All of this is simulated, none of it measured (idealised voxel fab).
process module | voxel lift off
Displayed cross-section: cut, width of 195 nm, square cells sized 5 nm.
Format of a cross-section: grid, square cells. Given as bands. Order: top down. Band: one or more rows of cells. Band entry format. Leading values: height of top, height of bottom, nm. Remainder: materials in left-to-right order, each with its width in nm. Special words: "full width" on a single material, which then fills the band edge to edge; "air", empty space. Note: height 0 marks the level under which the wafer is uniformly one material as received. Lowest band unbounded below, written "0 nm and below". The two numbers in a width such as "30..40" mark its ends across the band: the first belongs to the top row of cells, the second to the bottom row, and from each row to the next the width moves by the same amount. What does "no change" mean for a step? It means no cell of the cross-section changed in that step. Heads up: "Enclosed cavity list" only lists the empty pockets with no open path to the top that are 8 cells or more, and it writes them as width x height at distance, distance from the left edge, in nm. On each step's line, the part that comes after the settings is the simulator's own comment on the step. Steps that use a mask can have "overlay nm" on their line. It says how far the mask sat to the right of where it was meant to be. Negative means to the left.
### The following list gives the planned process steps
1 RECEIVE,material Si
2 CONFORMAL_DEP,material SiN,thk nm 5
3 PATTERN,tone open,mask id LINES,material resist,width nm 30,pitch nm 50,thk nm 15,overlay nm 0
4 DIRECTIONAL_DEP,material Ru,thk nm 5
5 STRIP,etch materials resist
6 CONFORMAL_DEP,material SiO2,thk nm 10
### Account of the first of two wafers, which was processed as intended
### As-received state of the wafer in cross-section, equivalent to post-step 1
0 nm and below  Si full width
Enclosed cavity list: none
### The wafer in cross-section once step 2 is complete
5 nm to 0 nm  SiN full width
Anything lower than 0 is untouched.
### The wafer in cross-section once step 3 is complete
20 nm to 5 nm  resist 30  air 30  resist 20  air 30  resist 20  air 30  resist 35
Anything lower than 5 is untouched.
### The wafer in cross-section once step 4 is complete
25 nm to 20 nm  Ru 30  air 30  Ru 20  air 30  Ru 20  air 30  Ru 35
20 nm to 10 nm  resist 30  air 30  resist 20  air 30  resist 20  air 30  resist 35
10 nm to 5 nm  resist 30  Ru 30  resist 20  Ru 30  resist 20  Ru 30  resist 35
Anything lower than 5 is untouched.
### The wafer in cross-section once step 5 is complete
10 nm to 5 nm  air 30  Ru 30  air 20  Ru 30  air 20  Ru 30  air 35
Anything lower than 5 is untouched.
### The wafer in cross-section once step 6 is complete
20 nm to 15 nm  air 20  SiO2 150  air 25
15 nm to 10 nm  SiO2 full width
10 nm to 5 nm  SiO2 30  Ru 30  SiO2 20  Ru 30  SiO2 20  Ru 30  SiO2 35
Anything lower than 5 is untouched.
### Here the second wafer is described. Its start and its plan were those of the first wafer. Its run contained one mistake. Up to and including step 5, it did exactly what the first wafer did
Cross-sectional view of the second wafer at the intended end time of process step 6: no change
Run error: the plan's step 6 was left out and never carried out
Final difference in cells, second wafer against first, listed per material as more or fewer: SiO2: 90 fewer
